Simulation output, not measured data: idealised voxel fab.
Process module in this document: voxel ribs on slabs
It is cross-section cut that appears here, measuring 255 nm in width, its square cells being 5 nm in size.
The cross-sections in this document take the form of a grid made of square cells. They are written out as bands, in order from top to bottom. Each band consists of one or more rows of cells.
First you get the band's top height and its bottom height, in nm, and then the materials it's made of, left to right, with each width in nm. If you see a single material with "all across", that one covers the band edge to edge. "air" is empty space.
Ref level 0: as-received wafer is one material below here. Bottom band extends down with no lower bound ("z 0 and below").
Graded width ("30..40"): value in top row of band = first number; value in bottom row = second number; row-to-row change constant.
A step reported as "no alteration" is a step in which no cell of the cross-section changed.
Closed-off voids of 8+ cells (no open route to the top) go in "Entrapped voids", written width x height at distance from the left edge, in nm.
Anything after a step's settings on that line? It's the simulator's own note about the step.
Among the settings permitted on a step's line is "overlay nm"; applied to a step with a mask, it specifies the extent to which the mask lay to the right of its planned position, whereas a negative figure signifies a position to the left.

So here's the lineup of process steps we planned
1,RECEIVE [material Si]
2,DIRECTIONAL_DEP [material SiO2] [thk nm 30]
3,DIRECTIONAL_DEP [material polySi] [thk nm 25]
4,MASKED_ETCH [tone cover] [mask id RIB] [width nm 25] [etch materials polySi] [depth nm 15] [overlay nm 0]
5,MASKED_ETCH [tone cover] [mask id SLAB] [width nm 75] [etch materials polySi] [depth nm 10] [overlay nm 0]
6,FILL_DEP [material SiO2] [thk nm 15]
7,CMP [height nm 65]
8,DIRECTIONAL_DEP [material TiN] [thk nm 10]
9,PATTERN [tone cover] [mask id HEATER] [material resist] [width nm 35] [thk nm 15] [overlay nm 0]
10,DIRECTIONAL_ETCH [etch materials TiN] [depth nm 10]
11,STRIP [etch materials resist]
12,CONFORMAL_DEP [material SiO2] [thk nm 5]

Delivered wafer in cross-section: state after step 1
> z 0 and below  Si all across
> Entrapped voids: none

End-of-module cross-section of the first of two wafers, processed as planned
> z 80 to 75  105 air  45 SiO2  105 air
> z 75 to 70  105 air  5 SiO2  35 TiN  5 SiO2  105 air
> z 70 to 65  110 SiO2  35 TiN  110 SiO2
> z 65 to 55  SiO2 all across
> z 55 to 40  115 SiO2  25 polySi  115 SiO2
> z 40 to 30  90 SiO2  75 polySi  90 SiO2
> z 30 to 0  SiO2 all across
> z 0 and below  Si all across
> Entrapped voids: none

Second wafer cross-section at end of module - shared start and plan with the first, one mistake in the run
> z 80 to 70  105 air  45 TiN  105 air
> z 70 to 65  TiN all across
> z 65 to 55  SiO2 all across
> z 55 to 40  115 SiO2  25 polySi  115 SiO2
> z 40 to 30  90 SiO2  75 polySi  90 SiO2
> z 30 to 0  SiO2 all across
> z 0 and below  Si all across
> Entrapped voids: none
Misprocessing identified: step 12 ran with different settings than intended, the actual operation and settings being CONFORMAL_DEP [material TiN] [thk nm 5]
Final cells, second wafer relative to first, materials higher or lower: -55 SiO2, +55 TiN
